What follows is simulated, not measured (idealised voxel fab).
process module | voxel tone inversion
cross-section cut | 210 nm wide | cells 5 nm
A cross-section is a grid of square cells, given in bands from the top down. A band is one or more rows of cells.
Each band's line starts with the height of the band's top and of its bottom, in nm. Then come its materials from left to right, each with its width in nm. One material with "throughout" fills the band from edge to edge. "air" is empty space.
Height 0 is the level under which the wafer as received is all one material. The lowest band goes on downwards, as in "0 down".
A width such as "30 to 40" changes by the same amount from each row of cells to the next, from the band's top row to its bottom row.
"no change" after a step means that no cell of the cross-section changed.
closed voids: empty space of 8 cells or more with no open way to the top, each as width x height at its distance from the left edge, in nm
after a step's settings: what the simulator itself notes on the step
overlay nm, on a step with a mask: how far to the right of its planned place the mask lay; to the left if negative
plan
1 op RECEIVE | material Si
2 op CONFORMAL_DEP | material SiN | thk nm 10
3 op DIRECTIONAL_DEP | material aC | thk nm 25
4 op PATTERN | tone cover | mask id POSTS | material resist | width nm 20 | pitch nm 40 | thk nm 30 | overlay nm 0
5 op DIRECTIONAL_ETCH | etch materials aC | depth nm 25
6 op STRIP | etch materials resist
7 op FILL_DEP | material lowk | thk nm 10
8 op CMP | height nm 35
9 op STRIP | etch materials aC
10 op CONFORMAL_DEP | material TiN | thk nm 5
11 op FILL_DEP | material W | thk nm 5
12 op CMP | height nm 35
13 op CONFORMAL_DEP | material SiCN | thk nm 5
as received, after step 1
  0 down: Si throughout
  closed voids: none
first wafer at the end, as planned
  40 to 35: SiCN throughout
  35 to 15: lowk 75 | TiN 5 | W 10 | TiN 5 | lowk 20 | TiN 5 | W 10 | TiN 5 | lowk 75
  15 to 10: lowk 75 | TiN 20 | lowk 20 | TiN 20 | lowk 75
  10 to 0: SiN throughout
  0 down: Si throughout
  closed voids: none
second wafer at the end: like start, like plan, one mistake
  40 to 35: SiCN throughout
  35 to 25: lowk throughout
  25 to 0: lowk 75 | aC 20 | lowk 20 | aC 20 | lowk 75
  0 down: Si throughout
  closed voids: none
what went wrong: step 2 was left out
at the end the second wafer has, in cells: 84 fewer of SiN | 24 fewer of TiN | 16 fewer of W | 40 more of aC | 84 more of lowk
